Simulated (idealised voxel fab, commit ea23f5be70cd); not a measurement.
This section sets out a process module, namely voxel wiring stack.
Cross-section cut: width 200 nm, square cells of 5 nm.
Bands, listed from the top down, are how a cross-section gets written in this document; the cross-section itself is a grid of square cells, and a band is one or more rows of them. The band entry comprises the height of the band's top followed by the height of its bottom, expressed in nm, and subsequently the band's materials from left to right, each stated together with its width in nm. Where a single material is marked with the word "all across", that material fills the band from edge to edge. The word "air" represents empty space. Heights are reckoned from 0. Under this level, the received wafer is all of one material. The bottommost band is open-ended downward, for example "top 0, no bottom". With a width like "30..40", each row of cells in the band differs from the next by the same amount, the top row carrying the first number and the bottom row the second. A step reported as "nothing different" is a step in which no cell of the cross-section changed. Listed in "closed voids": every empty space of 8 or more cells without an open way to the top. Form: width x height at distance, the distance being from the left edge, all in nm. Where a step's line continues beyond its settings, the continuation is a remark by the simulator itself on that step. Each step line may optionally specify "overlay nm", which for a step with a mask gives the rightward distance between the mask's planned place and where it lay, a negative value indicating the leftward direction.
THE PLANNED PROCESS STEPS ARE ENUMERATED HEREUNDER
1) RECEIVE (material Si)
2) CONFORMAL_DEP (material SiO2; thk nm 10)
3) DIRECTIONAL_DEP (material TiN; thk nm 5)
4) DIRECTIONAL_DEP (material W; thk nm 15)
5) DIRECTIONAL_DEP (material aC; thk nm 10)
6) PATTERN (tone cover; mask id METAL_1; material resist; width nm 30; pitch nm 60; thk nm 25; overlay nm 0)
7) DIRECTIONAL_ETCH (etch materials aC; depth nm 10)
8) STRIP (etch materials resist)
9) DIRECTIONAL_ETCH (etch materials W; depth nm 15)
10) DIRECTIONAL_ETCH (etch materials TiN; depth nm 5)
11) STRIP (etch materials aC)
12) FILL_DEP (material lowk; thk nm 10)
13) CMP (height nm 30)
14) CONFORMAL_DEP (material SiCN; thk nm 5)
15) DIRECTIONAL_DEP (material SiO2; thk nm 30)
16) MASKED_ETCH (tone open; mask id METAL_2_HOLES; width nm 15; pitch nm 120; etch materials SiO2; depth nm 30; overlay nm 0)
17) MASKED_ETCH (tone open; mask id METAL_2; width nm 30; pitch nm 60; etch materials SiO2; depth nm 15; overlay nm 0)
18) MASKED_ETCH (tone open; mask id METAL_2; width nm 30; pitch nm 60; etch materials SiCN; depth nm 5; overlay nm 0)
19) CONFORMAL_DEP (material TiN; thk nm 5)
20) FILL_DEP (material Ru; thk nm 5)
21) CMP (height nm 65)
22) CONFORMAL_DEP (material SiCN; thk nm 5)
23) DIRECTIONAL_DEP (material SiO2; thk nm 15)
24) MASKED_ETCH (tone open; mask id PLUG_2; width nm 15; pitch nm 60; etch materials SiO2; depth nm 15; overlay nm 0)
25) MASKED_ETCH (tone open; mask id PLUG_2; width nm 15; pitch nm 60; etch materials SiCN; depth nm 5; overlay nm 0)
26) EPI (material Ru; thk nm 10)
27) EPI (material Ru; thk nm 10)
28) CONFORMAL_DEP (material SiN; thk nm 5)
29) DIRECTIONAL_DEP (material SiO2; thk nm 25)
30) PATTERN (tone open; mask id METAL_3; material resist; width nm 30; pitch nm 60; thk nm 20; overlay nm 0)
31) DIRECTIONAL_ETCH (etch materials SiO2; depth nm 25)
32) DIRECTIONAL_ETCH (etch materials SiN; depth nm 5)
33) STRIP (etch materials resist)
34) CONFORMAL_DEP (material TiN; thk nm 5)
35) FILL_DEP (material Ru; thk nm 5)
36) CMP (height nm 115)
37) CONFORMAL_DEP (material SiN; thk nm 5)
RECEIVED-STATE CROSS-SECTION, REFLECTING COMPLETION OF STEP 1
top 0, no bottom | Si all across
closed voids: none
FIRST WAFER OF TWO, SECTIONED AT END OF MODULE; RUN WENT PER PLAN
top 120, bottom 115 | SiN all across
top 115, bottom 90 | SiO2 (25), TiN (5), Ru (20), TiN (5), SiO2 (30), TiN (5), Ru (20), TiN (5), SiO2 (30), TiN (5), Ru (20), TiN (5), SiO2 (25)
top 90, bottom 85 | SiN (25), TiN (30), SiN (30), TiN (30), SiN (30), TiN (30), SiN (25)
top 85, bottom 70 | SiO2 (25), Ru (15), SiO2 (45), Ru (15), SiO2 (45), Ru (15), SiO2 (40)
top 70, bottom 65 | SiCN (25), Ru (15), SiCN (45), Ru (15), SiCN (45), Ru (15), SiCN (40)
top 65, bottom 55 | SiO2 (25), TiN (5), Ru (20), TiN (5), SiO2 (30), TiN (5), Ru (20), TiN (5), SiO2 (30), TiN (5), Ru (20), TiN (5), SiO2 (25)
top 55, bottom 50 | SiO2 (25), TiN (5), Ru (5), TiN (20), SiO2 (30), TiN (30), SiO2 (30), TiN (5), Ru (5), TiN (20), SiO2 (25)
top 50, bottom 35 | SiO2 (25), TiN (5), Ru (5), TiN (5), SiO2 (105), TiN (5), Ru (5), TiN (5), SiO2 (40)
top 35, bottom 30 | SiCN (25), TiN (15), SiCN (105), TiN (15), SiCN (40)
top 30, bottom 15 | lowk (25), W (30), lowk (30), W (30), lowk (30), W (30), lowk (25)
top 15, bottom 10 | lowk (25), TiN (30), lowk (30), TiN (30), lowk (30), TiN (30), lowk (25)
top 10, bottom 0 | SiO2 all across
top 0, no bottom | Si all across
closed voids: none
END OF MODULE, SECOND WAFER, CROSS-SECTION. STARTED LIKE THE FIRST, PLANNED LIKE THE FIRST, RUN WITH ONE MISTAKE
top 120, bottom 115 | SiN all across
top 115, bottom 105 | Ru (15), TiN (5), SiO2 (5), TiN (5), Ru (45), TiN (5), SiO2 (5), TiN (5), Ru (45), TiN (5), SiO2 (5), TiN (5), Ru (50)
top 105, bottom 100 | TiN (20), SiO2 (5), TiN (5), Ru (20), TiN (30), SiO2 (5), TiN (5), Ru (20), TiN (30), SiO2 (5), TiN (5), Ru (20), TiN (30)
top 100, bottom 90 | SiO2 (25), TiN (5), Ru (20), TiN (5), SiO2 (30), TiN (5), Ru (20), TiN (5), SiO2 (30), TiN (5), Ru (20), TiN (5), SiO2 (25)
top 90, bottom 85 | SiO2 (20), SiN (5), TiN (30), SiO2 (25), SiN (5), TiN (30), SiO2 (25), SiN (5), TiN (30), SiO2 (25)
top 85, bottom 75 | SiO2 (20), SiN (5), SiO2 (15), SiN (5), TiN (10), SiO2 (25), SiN (5), SiO2 (15), SiN (5), TiN (10), SiO2 (25), SiN (5), SiO2 (15), SiN (5), TiN (10), SiO2 (25)
top 75, bottom 70 | SiN (25), SiO2 (15), SiN (5), TiN (10), SiN (30), SiO2 (15), SiN (5), TiN (10), SiN (30), SiO2 (15), SiN (5), TiN (10), SiN (25)
top 70, bottom 65 | SiCN all across
top 65, bottom 55 | SiO2 (25), TiN (5), Ru (20), TiN (5), SiO2 (30), TiN (5), Ru (20), TiN (5), SiO2 (30), TiN (5), Ru (20), TiN (5), SiO2 (25)
top 55, bottom 50 | SiO2 (25), TiN (5), Ru (5), TiN (20), SiO2 (30), TiN (30), SiO2 (30), TiN (5), Ru (5), TiN (20), SiO2 (25)
top 50, bottom 35 | SiO2 (25), TiN (5), Ru (5), TiN (5), SiO2 (105), TiN (5), Ru (5), TiN (5), SiO2 (40)
top 35, bottom 30 | SiCN (25), TiN (15), SiCN (105), TiN (15), SiCN (40)
top 30, bottom 15 | lowk (25), W (30), lowk (30), W (30), lowk (30), W (30), lowk (25)
top 15, bottom 10 | lowk (25), TiN (30), lowk (30), TiN (30), lowk (30), TiN (30), lowk (25)
top 10, bottom 0 | SiO2 all across
top 0, no bottom | Si all across
closed voids: none
So what did we get wrong on this run? note that step 24 departed from the planned setting and was carried out as MASKED_ETCH (tone cover; mask id PLUG_2; width nm 15; pitch nm 60; etch materials SiO2; depth nm 15; overlay nm 0)
It is noted that, at the conclusion of processing, the second wafer exhibits a higher or lower cell count for certain materials relative to the first: +2 Ru | +9 SiCN | +18 SiN | -66 SiO2 | +37 TiN
